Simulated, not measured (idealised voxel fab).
Process module name: voxel gate over fins
The figure presents cross-section cut, which has a width of 280 nm and is divided into square cells with an edge length of 5 nm.
Format of a cross-section: grid, square cells. Given as bands. Order: top down. Band: one or more rows of cells.
The band entry comprises the height of the band's top followed by the height of its bottom, expressed in nm, and subsequently the band's materials from left to right, each stated together with its width in nm. Where a single material is marked with the word "throughout", that material fills the band from edge to edge. The word "empty" represents empty space.
Note: height 0 marks the level under which the wafer is uniformly one material as received. Lowest band unbounded below, written "0 nm and below".
Quick explanation for "30..40": the width changes in equal steps down the rows of cells, from the first number in the band's top row to the second number in its bottom row.
"remained unchanged", as given for a step, is the statement that not any cell of the cross-section underwent a change during that step.
So "Sealed cavities" is basically the list of trapped voids: any empty space of 8 cells or more that can't reach the top through an opening. They're written width x height at distance, the distance being from the left edge, and it's all nm.
Heads up: the bit after the settings on a step's line is the simulator's remark on that step.
overlay nm: where the mask lay relative to plan, measured to the right, on steps with a mask; negatives go left.

[Set out below are the planned steps of the process]
1 RECEIVE, material Si
2 CONFORMAL_DEP, material SiN, thk nm 10
3 PATTERN, tone cover, mask id FINS, material resist, width nm 15, pitch nm 40, thk nm 20, overlay nm 0
4 DIRECTIONAL_ETCH, etch materials SiN, depth nm 10
5 DIRECTIONAL_ETCH, etch materials Si, depth nm 40
6 STRIP, etch materials resist
7 FILL_DEP, material SiO2, thk nm 15
8 CMP, height nm 10
9 SELECTIVE_ETCH, etch materials SiO2, depth nm 20
10 STRIP, etch materials SiN
11 CONFORMAL_DEP, material HfO2, thk nm 5
12 CONFORMAL_DEP, material TiN, thk nm 5
13 FILL_DEP, material W, thk nm 10
14 CMP, height nm 15
15 CONFORMAL_DEP, material SiCN, thk nm 10

[As-received state of the wafer in cross-section, equivalent to post-step 1]
    0 nm and below | Si throughout
    Sealed cavities: none

[The cross-section shown corresponds to the wafer at the conclusion of the module. The initial structure and the process plan are those presented above; however, one mistake occurred in executing the plan]
    25 nm to 15 nm | SiCN throughout
    15 nm to 10 nm | W throughout
    10 nm to 5 nm | TiN throughout
    5 nm to 0 nm | 115 of HfO2 / 5 of TiN / 35 of HfO2 / 5 of TiN / 120 of HfO2
    0 nm to -5 nm | 110 of Si / 5 of HfO2 / 5 of TiN / 5 of HfO2 / 25 of Si / 5 of HfO2 / 5 of TiN / 5 of HfO2 / 115 of Si
    -5 nm to -10 nm | 110 of Si / 15 of HfO2 / 25 of Si / 15 of HfO2 / 115 of Si
    -10 nm to -40 nm | 110 of Si / 15 of SiO2 / 25 of Si / 15 of SiO2 / 115 of Si
    -40 nm and below | Si throughout
    Sealed cavities: none
Misprocessing identified: step 3 did not happen as planned, as run it was PATTERN, tone open, mask id FINS, material resist, width nm 15, pitch nm 40, thk nm 20, overlay nm 0
